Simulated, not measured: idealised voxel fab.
Herein follows the process module entitled voxel capacitor over wiring.
Each square cell in cross-section cut measures 5 nm, and the section as a whole is 200 nm wide.
In this document a cross-section is written as a grid of square cells. It is given as a series of bands, listed from the top down, and a band is one or more rows of cells. Heights first: top, then bottom, in nm. Then materials, left to right, each with a width in nm. "edge to edge" on a single material: fills the band edge to edge. "air": empty space. Below 0: as-received wafer, all one material; heights counted from there. Lowest band: no bottom, goes on down, written "0..down". So if you see something like "30->40" for the width, read it as the top row of the band sitting at the first number and the bottom row at the second, with every row in between moving by the same amount as the last. Where the words "changes: none" appear for a step, the cross-section shows no cell changed by that step; every cell remained as before. Empty spaces counting at least 8 cells and having no open way to the top are listed in "Enclosed cavities". The notation width x height at distance is used for each, the distance being from the left edge and all three values in nm. Heads up: the bit after the settings on a step's line is the simulator's remark on that step. overlay nm: mask right of planned place by this much (step with mask). Neg. = left.
Planned step list for the process:
1,RECEIVE, material Si
2,CONFORMAL_DEP, material SiO2, thk nm 15
3,CONFORMAL_DEP, material SiCN, thk nm 5
4,DIRECTIONAL_DEP, material SiO2, thk nm 20
5,DIRECTIONAL_DEP, material aC, thk nm 15
6,PATTERN, tone open, mask id METAL_1, material resist, width nm 25, pitch nm 90, thk nm 35, overlay nm 0
7,DIRECTIONAL_ETCH, etch materials aC, depth nm 15
8,STRIP, etch materials resist
9,DIRECTIONAL_ETCH, etch materials SiO2, depth nm 20
10,DIRECTIONAL_ETCH, etch materials SiCN, depth nm 5
11,STRIP, etch materials aC
12,CONFORMAL_DEP, material TiN, thk nm 5
13,FILL_DEP, material Cu, thk nm 10
14,CMP, height nm 40
15,EPI, material Ru, thk nm 5
16,FILL_DEP, material SiCN, thk nm 5
17,DIRECTIONAL_DEP, material lowk, thk nm 10
18,PATTERN, tone open, mask id PLUG_1, material resist, width nm 15, thk nm 20, overlay nm 0
19,DIRECTIONAL_ETCH, etch materials lowk, depth nm 10
20,DIRECTIONAL_ETCH, etch materials SiCN, depth nm 5
21,STRIP, etch materials resist
22,EPI, material Ru, thk nm 10
23,EPI, material Ru, thk nm 5
24,DIRECTIONAL_DEP, material TiN, thk nm 10
25,DIRECTIONAL_DEP, material HfO2, thk nm 5
26,DIRECTIONAL_DEP, material TiN, thk nm 5
27,DIRECTIONAL_DEP, material aC, thk nm 10
28,PATTERN, tone cover, mask id UPPER_PLATE, material resist, width nm 70, thk nm 25, overlay nm 0
29,DIRECTIONAL_ETCH, etch materials aC, depth nm 10
30,STRIP, etch materials resist
31,DIRECTIONAL_ETCH, etch materials TiN, depth nm 5
32,DIRECTIONAL_ETCH, etch materials HfO2, depth nm 5
33,STRIP, etch materials aC
34,PATTERN, tone cover, mask id LOWER_PLATE, material resist, width nm 80, thk nm 15, overlay nm 0
35,DIRECTIONAL_ETCH, etch materials TiN, depth nm 10
36,STRIP, etch materials resist
37,FILL_DEP, material SiO2, thk nm 20
38,CMP, height nm 95
39,DIRECTIONAL_DEP, material aC, thk nm 15
40,PATTERN, tone open, mask id PLUG_2, material resist, width nm 15, thk nm 30, overlay nm 0
41,DIRECTIONAL_ETCH, etch materials aC, depth nm 15
42,STRIP, etch materials resist
43,DIRECTIONAL_ETCH, etch materials SiO2, depth nm 15
44,STRIP, etch materials aC
45,CONFORMAL_DEP, material TiN, thk nm 5
46,FILL_DEP, material Ru, thk nm 5
47,CMP, height nm 95
48,CONFORMAL_DEP, material SiCN, thk nm 5
Cross-section, incoming material, after step 1:
  0..down  Si edge to edge
  Enclosed cavities: none
The plan above was carried out on the starting structure above with one mistake, and this cross-section shows the wafer at the end of the module:
  100..95  SiCN edge to edge
  95..85  SiO2 60 / TiN 5 / Ru 5 / TiN 5 / SiO2 125
  85..75  SiO2 60->50 / TiN 15->70 / SiO2 125->80
  75..70  SiO2 50 / HfO2 70 / SiO2 80
  70..60  SiO2 45 / TiN 80 / SiO2 75
  60..50  lowk 50 / Ru 15 / lowk 135
  50..45  SiCN 50 / Ru 15 / SiCN 135
  45..40  SiCN 35 / Ru 35 / SiCN 55 / Ru 35 / SiCN 40
  40..25  SiO2 40 / TiN 5 / Cu 15 / TiN 5 / SiO2 65 / TiN 5 / Cu 15 / TiN 5 / SiO2 45
  25..20  SiO2 40 / TiN 25 / SiO2 65 / TiN 25 / SiO2 45
  20..5  SiO2 edge to edge
  5..0  SiCN edge to edge
  0..down  Si edge to edge
  Enclosed cavities: none
Diagnosis: mixed up steps 2 and 3 - ran each in the other's place
